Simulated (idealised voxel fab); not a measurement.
Herein follows the process module entitled voxel air gaps.
Section cut is 240 nm wide and gridded with 5 nm square cells.
Cross-section spec: square-cell grid; bands listed top down; each band is one or more rows.
Heights first: top, then bottom, in nm. Then materials, left to right, each with a width in nm. "edge to edge" on a single material: fills the band edge to edge. "blank": empty space.
Convention: height 0 is the level below which the wafer, as received, is all one material. The lowest band does not terminate at the bottom but continues downward, represented as "0 down".
A width given as "30..40" starts at the first number in the band's top row and ends at the second number in its bottom row, shifting by an equal amount at every step from row to row.
"no change" (step): cross-section cells unchanged, all of them.
"Unvented voids" specifies each empty space that is not open to the top and that occupies no fewer than 8 cells, using the form width x height at distance, the distance measured from the left edge and all three quantities in nm.
If you see something after the settings on a step's line, that's the simulator's own remark about that step.
The optional step-line setting "overlay nm" applies to steps with a mask and quantifies how far to the right of its planned location the mask lay, a negative value indicating leftward placement.
# plan
1 RECEIVE,material Si
2 CONFORMAL_DEP,material SiO2,thk nm 15
3 CONFORMAL_DEP,material SiCN,thk nm 5
4 DIRECTIONAL_DEP,material lowk,thk nm 30
5 PATTERN,tone open,mask id LINES,material resist,width nm 15,pitch nm 45,thk nm 20,overlay nm 0
6 DIRECTIONAL_ETCH,etch materials lowk,depth nm 30
7 STRIP,etch materials resist
8 CONFORMAL_DEP,material TiN,thk nm 5
9 FILL_DEP,material Cu,thk nm 10
10 CMP,height nm 50
11 EPI,material Ru,thk nm 10
12 SELECTIVE_ETCH,etch materials lowk,depth nm 40
13 CONFORMAL_DEP,material SiCN,thk nm 5
# Concerning the first of two wafers, which was run in accordance with the plan
# Received-state cross-section, reflecting completion of step 1
  0 down: Si edge to edge
  Unvented voids: none
# Cross-sectional representation of the wafer at the conclusion of step 2
  15 to 0: SiO2 edge to edge
  Lower than 0, everything is as it was.
# Cross-sectional representation of the wafer at the conclusion of step 3
  20 to 15: SiCN edge to edge
  Lower than 15, everything is as it was.
# Cross-sectional representation of the wafer at the conclusion of step 4
  50 to 20: lowk edge to edge
  Lower than 20, everything is as it was.
# Cross-sectional representation of the wafer at the conclusion of step 5
  70 to 50: 65 nm resist | 15 nm blank | 30 nm resist | 15 nm blank | 30 nm resist | 15 nm blank | 70 nm resist
  Lower than 50, everything is as it was.
# Cross-sectional representation of the wafer at the conclusion of step 6
  70 to 50: 65 nm resist | 15 nm blank | 30 nm resist | 15 nm blank | 30 nm resist | 15 nm blank | 70 nm resist
  50 to 20: 65 nm lowk | 15 nm blank | 30 nm lowk | 15 nm blank | 30 nm lowk | 15 nm blank | 70 nm lowk
  Lower than 20, everything is as it was.
# Cross-sectional representation of the wafer at the conclusion of step 7
  50 to 20: 65 nm lowk | 15 nm blank | 30 nm lowk | 15 nm blank | 30 nm lowk | 15 nm blank | 70 nm lowk
  Lower than 20, everything is as it was.
# Cross-sectional representation of the wafer at the conclusion of step 8
  55 to 50: 70 nm TiN | 5 nm blank | 40 nm TiN | 5 nm blank | 40 nm TiN | 5 nm blank | 75 nm TiN
  50 to 25: 65 nm lowk | 5 nm TiN | 5 nm blank | 5 nm TiN | 30 nm lowk | 5 nm TiN | 5 nm blank | 5 nm TiN | 30 nm lowk | 5 nm TiN | 5 nm blank | 5 nm TiN | 70 nm lowk
  25 to 20: 65 nm lowk | 15 nm TiN | 30 nm lowk | 15 nm TiN | 30 nm lowk | 15 nm TiN | 70 nm lowk
  Lower than 20, everything is as it was.
# Cross-sectional representation of the wafer at the conclusion of step 9
  65 to 55: Cu edge to edge
  55 to 50: 70 nm TiN | 5 nm Cu | 40 nm TiN | 5 nm Cu | 40 nm TiN | 5 nm Cu | 75 nm TiN
  50 to 25: 65 nm lowk | 5 nm TiN | 5 nm Cu | 5 nm TiN | 30 nm lowk | 5 nm TiN | 5 nm Cu | 5 nm TiN | 30 nm lowk | 5 nm TiN | 5 nm Cu | 5 nm TiN | 70 nm lowk
  Lower than 25, everything is as it was.
# Cross-sectional representation of the wafer at the conclusion of step 10
  50 to 25: 65 nm lowk | 5 nm TiN | 5 nm Cu | 5 nm TiN | 30 nm lowk | 5 nm TiN | 5 nm Cu | 5 nm TiN | 30 nm lowk | 5 nm TiN | 5 nm Cu | 5 nm TiN | 70 nm lowk
  Lower than 25, everything is as it was.
# Cross-sectional representation of the wafer at the conclusion of step 11
  60 to 50: 55 nm blank | 35 nm Ru | 10 nm blank | 35 nm Ru | 10 nm blank | 35 nm Ru | 60 nm blank
  Lower than 50, everything is as it was.
# Cross-sectional representation of the wafer at the conclusion of step 12
  60 to 50: 55 nm blank | 35 nm Ru | 10 nm blank | 35 nm Ru | 10 nm blank | 35 nm Ru | 60 nm blank
  50 to 25: 65 nm blank | 5 nm TiN | 5 nm Cu | 5 nm TiN | 30 nm blank | 5 nm TiN | 5 nm Cu | 5 nm TiN | 30 nm blank | 5 nm TiN | 5 nm Cu | 5 nm TiN | 70 nm blank
  25 to 20: 65 nm blank | 15 nm TiN | 30 nm blank | 15 nm TiN | 30 nm blank | 15 nm TiN | 70 nm blank
  Lower than 20, everything is as it was.
# Cross-sectional representation of the wafer at the conclusion of step 13
  65 to 60: 50 nm blank | 135 nm SiCN | 55 nm blank
  60 to 50: 50 nm blank | 5 nm SiCN | 35 nm Ru | 10 nm SiCN | 35 nm Ru | 10 nm SiCN | 35 nm Ru | 5 nm SiCN | 55 nm blank
  50 to 45: 50 nm blank | 15 nm SiCN | 5 nm TiN | 5 nm Cu | 5 nm TiN | 30 nm SiCN | 5 nm TiN | 5 nm Cu | 5 nm TiN | 30 nm SiCN | 5 nm TiN | 5 nm Cu | 5 nm TiN | 15 nm SiCN | 55 nm blank
  45 to 25: 60 nm blank | 5 nm SiCN | 5 nm TiN | 5 nm Cu | 5 nm TiN | 5 nm SiCN | 20 nm blank | 5 nm SiCN | 5 nm TiN | 5 nm Cu | 5 nm TiN | 5 nm SiCN | 20 nm blank | 5 nm SiCN | 5 nm TiN | 5 nm Cu | 5 nm TiN | 5 nm SiCN | 65 nm blank
  25 to 20: 65 nm SiCN | 15 nm TiN | 30 nm SiCN | 15 nm TiN | 30 nm SiCN | 15 nm TiN | 70 nm SiCN
  Lower than 20, everything is as it was.
  Unvented voids: 20 x 20 at 85; 20 x 20 at 130
# Regarding the second of the two wafers: it shared the first wafer's starting condition and process plan, yet one error occurred during its execution. Its history coincides with that of the first wafer up to and including step 3
# Cross-sectional representation of the second wafer at the time designated in the plan for the completion of step 4
  50 to 20: Ru edge to edge
  Lower than 20, everything is as it was.
# Cross-sectional representation of the second wafer at the time designated in the plan for the completion of step 5
  70 to 50: 65 nm resist | 15 nm blank | 30 nm resist | 15 nm blank | 30 nm resist | 15 nm blank | 70 nm resist
  Lower than 50, everything is as it was.
Cross-sectional representation of the second wafer at the time designated in the plan for the completion of step 6: no change
# Cross-sectional representation of the second wafer at the time designated in the plan for the completion of step 7
  50 to 20: Ru edge to edge
  Lower than 20, everything is as it was.
# Cross-sectional representation of the second wafer at the time designated in the plan for the completion of step 8
  55 to 50: TiN edge to edge
  Lower than 50, everything is as it was.
# Cross-sectional representation of the second wafer at the time designated in the plan for the completion of step 9
  65 to 55: Cu edge to edge
  Lower than 55, everything is as it was.
# Cross-sectional representation of the second wafer at the time designated in the plan for the completion of step 10
  50 to 20: Ru edge to edge
  Lower than 20, everything is as it was.
# Cross-sectional representation of the second wafer at the time designated in the plan for the completion of step 11
  60 to 20: Ru edge to edge
  Lower than 20, everything is as it was.
Cross-sectional representation of the second wafer at the time designated in the plan for the completion of step 12: no change
# Cross-sectional representation of the second wafer at the time designated in the plan for the completion of step 13
  65 to 60: SiCN edge to edge
  Lower than 60, everything is as it was.
What broke from the plan during processing? step 4 changed vs plan, executed as DIRECTIONAL_DEP,material Ru,thk nm 30
Cell-count delta at end, second wafer over first, by material: Cu: 15 fewer; Ru: 342 more; SiCN: 72 fewer; TiN: 39 fewer
Final closed voids: first wafer 2, second wafer 0.
